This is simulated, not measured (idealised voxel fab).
process module | voxel double patterning
cross-section cut | 190 nm wide | cells 5 nm
A cross-section is a grid of square cells, given in bands from the top down. A band is one or more rows of cells.
Each band's line starts with the height of the band's top and of its bottom, in nm. Then come its materials from left to right, each with its width in nm. One material with "throughout" fills the band from edge to edge. "air" is empty space.
Height 0 is the level under which the wafer as received is all one material. The lowest band goes on downwards, as in "0 down".
A width such as "30 to 40" changes by the same amount from each row of cells to the next, from the band's top row to its bottom row.
"no change" after a step means that no cell of the cross-section changed.
closed voids: empty space of 8 cells or more with no open way to the top, each as width x height at its distance from the left edge, in nm
after a step's settings: what the simulator itself notes on the step
overlay nm, on a step with a mask: how far to the right of its planned place the mask lay; to the left if negative
plan
1 op RECEIVE | material Si
2 op CONFORMAL_DEP | material SiO2 | thk nm 10
3 op DIRECTIONAL_DEP | material polySi | thk nm 15
4 op DIRECTIONAL_DEP | material SiN | thk nm 5
5 op DIRECTIONAL_DEP | material aC | thk nm 10
6 op PATTERN | tone open | mask id FIRST | material resist | width nm 15 | pitch nm 50 | thk nm 30 | overlay nm 0
7 op DIRECTIONAL_ETCH | etch materials aC | depth nm 10
8 op STRIP | etch materials resist
9 op DIRECTIONAL_ETCH | etch materials SiN | depth nm 5
10 op STRIP | etch materials aC
11 op MASKED_ETCH | tone open | mask id SECOND | width nm 15 | pitch nm 50 | etch materials SiN | depth nm 5 | overlay nm 0
12 op DIRECTIONAL_ETCH | etch materials polySi | depth nm 15
13 op STRIP | etch materials SiN
first wafer, as planned
as received, after step 1
  0 down: Si throughout
  closed voids: none
after step 2
  10 to 0: SiO2 throughout
  below 0: unchanged
after step 3
  25 to 10: polySi throughout
  below 10: unchanged
after step 4
  30 to 25: SiN throughout
  below 25: unchanged
after step 5
  40 to 30: aC throughout
  below 30: unchanged
after step 6
  70 to 40: resist 35 | air 15 | resist 35 | air 15 | resist 35 | air 15 | resist 40
  below 40: unchanged
after step 7
  60 to 40: resist 35 | air 15 | resist 35 | air 15 | resist 35 | air 15 | resist 40
  40 to 30: aC 35 | air 15 | aC 35 | air 15 | aC 35 | air 15 | aC 40
  below 30: unchanged
after step 8
  40 to 30: aC 35 | air 15 | aC 35 | air 15 | aC 35 | air 15 | aC 40
  below 30: unchanged
after step 9
  40 to 30: aC 35 | air 15 | aC 35 | air 15 | aC 35 | air 15 | aC 40
  30 to 25: SiN 35 | air 15 | SiN 35 | air 15 | SiN 35 | air 15 | SiN 40
  below 25: unchanged
after step 10
  30 to 25: SiN 35 | air 15 | SiN 35 | air 15 | SiN 35 | air 15 | SiN 40
  below 25: unchanged
after step 11
  30 to 25: SiN 35 | air 15 | SiN 10 | air 15 | SiN 10 | air 15 | SiN 10 | air 15 | SiN 10 | air 15 | SiN 40
  below 25: unchanged
after step 12
  30 to 25: SiN 35 | air 15 | SiN 10 | air 15 | SiN 10 | air 15 | SiN 10 | air 15 | SiN 10 | air 15 | SiN 40
  25 to 10: polySi 35 | air 15 | polySi 10 | air 15 | polySi 10 | air 15 | polySi 10 | air 15 | polySi 10 | air 15 | polySi 40
  below 10: unchanged
after step 13
  25 to 10: polySi 35 | air 15 | polySi 10 | air 15 | polySi 10 | air 15 | polySi 10 | air 15 | polySi 10 | air 15 | polySi 40
  below 10: unchanged
second wafer: like start, like plan, one mistake. Through step 1 it matches the first wafer
when step 2 should have ended
  10 to 0: aC throughout
  below 0: unchanged
when step 3 should have ended
  25 to 10: polySi throughout
  below 10: unchanged
when step 4 should have ended
  30 to 25: SiN throughout
  below 25: unchanged
when step 5 should have ended
  40 to 30: aC throughout
  below 30: unchanged
when step 6 should have ended
  70 to 40: resist 35 | air 15 | resist 35 | air 15 | resist 35 | air 15 | resist 40
  below 40: unchanged
when step 7 should have ended
  60 to 40: resist 35 | air 15 | resist 35 | air 15 | resist 35 | air 15 | resist 40
  40 to 30: aC 35 | air 15 | aC 35 | air 15 | aC 35 | air 15 | aC 40
  below 30: unchanged
when step 8 should have ended
  40 to 30: aC 35 | air 15 | aC 35 | air 15 | aC 35 | air 15 | aC 40
  below 30: unchanged
when step 9 should have ended
  40 to 30: aC 35 | air 15 | aC 35 | air 15 | aC 35 | air 15 | aC 40
  30 to 25: SiN 35 | air 15 | SiN 35 | air 15 | SiN 35 | air 15 | SiN 40
  below 25: unchanged
when step 10 should have ended
  30 to 25: SiN 35 | air 15 | SiN 35 | air 15 | SiN 35 | air 15 | SiN 40
  below 25: unchanged
when step 11 should have ended
  30 to 25: SiN 35 | air 15 | SiN 10 | air 15 | SiN 10 | air 15 | SiN 10 | air 15 | SiN 10 | air 15 | SiN 40
  below 25: unchanged
when step 12 should have ended
  30 to 25: SiN 35 | air 15 | SiN 10 | air 15 | SiN 10 | air 15 | SiN 10 | air 15 | SiN 10 | air 15 | SiN 40
  25 to 10: polySi 35 | air 15 | polySi 10 | air 15 | polySi 10 | air 15 | polySi 10 | air 15 | polySi 10 | air 15 | polySi 40
  below 10: unchanged
when step 13 should have ended
  25 to 10: polySi 35 | air 15 | polySi 10 | air 15 | polySi 10 | air 15 | polySi 10 | air 15 | polySi 10 | air 15 | polySi 40
  below 10: unchanged
what went wrong: step 2 ran as: op CONFORMAL_DEP | material aC | thk nm 10
at the end the second wafer has, in cells: 76 fewer of SiO2 | 76 more of aC
